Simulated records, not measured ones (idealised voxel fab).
Process module under the name voxel wiring stack
Displayed cross-section: cut, width of 205 nm, square cells sized 5 nm.
Each cross-section below is a grid of square cells, stated as bands in top-down order, with one or more rows of cells making up each band. Heights first: top, then bottom, in nm. Then materials, left to right, each with a width in nm. "full width" on a single material: fills the band edge to edge. "air": empty space. It should be noted that heights are counted from 0, beneath which the wafer as supplied is of one material throughout, and that the lowest band possesses no lower boundary but continues downward, as written in "0 nm and below". Per-row width for "30..40": begins at first number (top row of band), ends at second number (bottom row), increment between rows held constant. No cell of the cross-section changed in a step that is given as "everything unchanged". "Closed empty spaces": empty spaces of 8 cells or more with no open way to the top, each given as width x height at distance, distance from the left edge, all in nm. Heads up: the bit after the settings on a step's line is the simulator's remark on that step. "overlay nm" denotes, for a step that has a mask, the displacement of the mask to the right of its planned place, with negative values corresponding to the left.

The following list gives the planned process steps
1,op RECEIVE | material Si
2,op CONFORMAL_DEP | material SiO2 | thk nm 15
3,op CONFORMAL_DEP | material SiCN | thk nm 5
4,op DIRECTIONAL_DEP | material lowk | thk nm 25
5,op DIRECTIONAL_DEP | material aC | thk nm 10
6,op PATTERN | tone open | mask id METAL_1 | material resist | width nm 25 | pitch nm 50 | thk nm 30 | overlay nm 0
7,op DIRECTIONAL_ETCH | etch materials aC | depth nm 10
8,op STRIP | etch materials resist
9,op DIRECTIONAL_ETCH | etch materials lowk | depth nm 25
10,op DIRECTIONAL_ETCH | etch materials SiCN | depth nm 5
11,op STRIP | etch materials aC
12,op CONFORMAL_DEP | material TiN | thk nm 5
13,op FILL_DEP | material Cu | thk nm 10
14,op CMP | height nm 45
15,op CONFORMAL_DEP | material SiCN | thk nm 5
16,op DIRECTIONAL_DEP | material lowk | thk nm 15
17,op DIRECTIONAL_DEP | material aC | thk nm 15
18,op PATTERN | tone open | mask id PLUG_1 | material resist | width nm 15 | pitch nm 50 | thk nm 30 | overlay nm 0
19,op DIRECTIONAL_ETCH | etch materials aC | depth nm 15
20,op STRIP | etch materials resist
21,op DIRECTIONAL_ETCH | etch materials lowk | depth nm 15
22,op DIRECTIONAL_ETCH | etch materials SiCN | depth nm 5
23,op STRIP | etch materials aC
24,op CONFORMAL_DEP | material TiN | thk nm 5
25,op FILL_DEP | material Ru | thk nm 5
26,op CMP | height nm 65
27,op DIRECTIONAL_DEP | material TiN | thk nm 5
28,op DIRECTIONAL_DEP | material W | thk nm 20
29,op MASKED_ETCH | tone cover | mask id METAL_2 | width nm 25 | pitch nm 50 | etch materials W | depth nm 20 | overlay nm 0
30,op MASKED_ETCH | tone cover | mask id METAL_2 | width nm 25 | pitch nm 50 | etch materials TiN | depth nm 5 | overlay nm 0
31,op FILL_DEP | material SiO2 | thk nm 5
32,op CMP | height nm 90
33,op CONFORMAL_DEP | material SiN | thk nm 5

Cross-section of the incoming wafer, state after step 1
0 nm and below: Si full width
Closed empty spaces: none

One mistake in running the module, otherwise start and plan as above: cross-section at the end
95 nm to 90 nm: SiN full width
90 nm to 70 nm: SiO2 40, then W 25, then SiO2 25, then W 25, then SiO2 25, then W 25, then SiO2 40
70 nm to 65 nm: SiO2 40, then TiN 25, then SiO2 25, then TiN 25, then SiO2 25, then TiN 25, then SiO2 40
65 nm to 50 nm: Cu full width
50 nm to 45 nm: SiCN full width
45 nm to 20 nm: lowk 40, then TiN 5, then Cu 15, then TiN 5, then lowk 25, then TiN 5, then Cu 15, then TiN 5, then lowk 25, then TiN 5, then Cu 15, then TiN 5, then lowk 40
20 nm to 15 nm: SiCN 40, then TiN 25, then SiCN 25, then TiN 25, then SiCN 25, then TiN 25, then SiCN 40
15 nm to 0 nm: SiO2 full width
0 nm and below: Si full width
Closed empty spaces: none
Diagnosis: heads up, step 16 didn't go per plan, it actually ran as op DIRECTIONAL_DEP | material Cu | thk nm 15
